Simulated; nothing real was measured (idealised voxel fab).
The document below concerns the process module designated voxel self aligned contacts.
FYI the section here is cut, 300 nm wide, cells are 5 nm squares.
The cross-sections in this document take the form of a grid made of square cells. They are written out as bands, in order from top to bottom. Each band consists of one or more rows of cells. Top height, bottom height, nm. Materials left to right, width each, nm. Single material + "full width" = fills band edge to edge. "blank" = empty. Ref level 0: as-received wafer is one material below here. Bottom band extends down with no lower bound ("0..down"). When a width is written as two numbers, as in "30 to 40", the first number is the width in the top row of cells of the band and the second is the width in its bottom row, and the width changes by the same amount from each row to the next. A step reported as "no change occurred" is a step in which no cell of the cross-section changed. "Closed cavities" enumerates empty spaces isolated from the top, with no open way to it, that contain at least 8 cells, giving each as width x height at distance from the left edge, all three in nm. The remark found on a step's line after its settings is issued by the simulator itself and pertains to that step. The setting "overlay nm" may be written on the line of a step. When the step uses a mask, the value reports how far to the right of the planned place the mask lay, and a negative value reports that it lay to the left.

PROCESS STEPS FORESEEN IN THE PLAN
1: RECEIVE: material Si
2: CONFORMAL_DEP: material SiO2, thk nm 5
3: DIRECTIONAL_DEP: material polySi, thk nm 20
4: DIRECTIONAL_DEP: material SiN, thk nm 20
5: MASKED_ETCH: tone cover, mask id GATE, width nm 35, pitch nm 60, etch materials SiN, depth nm 20, overlay nm -15
6: MASKED_ETCH: tone cover, mask id GATE, width nm 35, pitch nm 60, etch materials polySi, depth nm 20, overlay nm 0
7: CONFORMAL_DEP: material SiN, thk nm 5
8: DIRECTIONAL_ETCH: etch materials SiN, depth nm 5
9: FILL_DEP: material SiO2, thk nm 15
10: CMP: height nm 50
11: PATTERN: tone open, mask id CONTACT, material resist, width nm 45, thk nm 15, overlay nm 0
12: DIRECTIONAL_ETCH: etch materials SiO2, depth nm 50
13: STRIP: etch materials resist
14: CONFORMAL_DEP: material TiN, thk nm 5
15: FILL_DEP: material W, thk nm 10
16: CMP: height nm 50
17: CONFORMAL_DEP: material SiN, thk nm 5
Keep in mind the plan's value for the overlay nm of step 5 comes from the first wafer; the wafers don't share that setting, but they do share the same starting point.

THIS IS HOW THE FIRST OF SEVERAL WAFERS LOOKED IN CROSS-SECTION WHEN IT ARRIVED, WHICH IS AFTER STEP 1
* 0..down | Si full width
* Closed cavities: none

THE FIRST OF SEVERAL WAFERS, SEEN IN CROSS-SECTION AFTER THE MODULE'S LAST STEP, STEP 17
* 55..50 | SiN full width
* 50..45 | SiO2: 125 / TiN: 5 / W: 5 / TiN: 35 / SiO2: 130
* 45..30 | SiO2: 80 / SiN: 45 / TiN: 5 / W: 5 / TiN: 5 / SiN: 45 / SiO2: 115
* 30..25 | SiO2: 80 / SiN: 45 / TiN: 15 / SiN: 45 / SiO2: 115
* 25..5 | SiO2: 80 / SiN: 5 / polySi: 50 / SiN: 10 / polySi: 50 / SiN: 5 / SiO2: 100
* 5..0 | SiO2 full width
* 0..down | Si full width
* Closed cavities: none

THE FINAL WAFER, SECTIONED AT MODULE END
* 55..50 | SiN full width
* 50..45 | SiO2: 125 / TiN: 35 / W: 5 / TiN: 5 / SiO2: 130
* 45..30 | SiO2: 110 / SiN: 45 / TiN: 5 / W: 5 / TiN: 5 / SiN: 45 / SiO2: 85
* 30..25 | SiO2: 110 / SiN: 45 / TiN: 15 / SiN: 45 / SiO2: 85
* 25..5 | SiO2: 95 / SiN: 5 / polySi: 50 / SiN: 10 / polySi: 50 / SiN: 5 / SiO2: 85
* 5..0 | SiO2 full width
* 0..down | Si full width
* Closed cavities: none

BASICALLY EACH WAFER GETS A LINE IN THE TABLE, SHOWING IT AT THE END OF THE MODULE: MATERIAL BY MATERIAL, THE CELLS IT GAINED (+) OR LOST (-) SINCE WE GOT IT, THEN ITS CLOSED VOIDS
overlay nm -15 | +148 SiN | +411 SiO2 | +17 TiN | +4 W | +80 polySi | Closed cavities: none
overlay nm -10 | +148 SiN | +414 SiO2 | +22 TiN | +4 W | +72 polySi | Closed cavities: none
overlay nm -5 | +148 SiN | +417 SiO2 | +27 TiN | +4 W | +64 polySi | Closed cavities: none
overlay nm 0 | +148 SiN | +420 SiO2 | +27 TiN | +9 W | +56 polySi | Closed cavities: none
overlay nm 5 | +148 SiN | +417 SiO2 | +27 TiN | +4 W | +64 polySi | Closed cavities: none
overlay nm 10 | +148 SiN | +414 SiO2 | +22 TiN | +4 W | +72 polySi | Closed cavities: none
overlay nm 15 | +148 SiN | +411 SiO2 | +17 TiN | +4 W | +80 polySi | Closed cavities: none
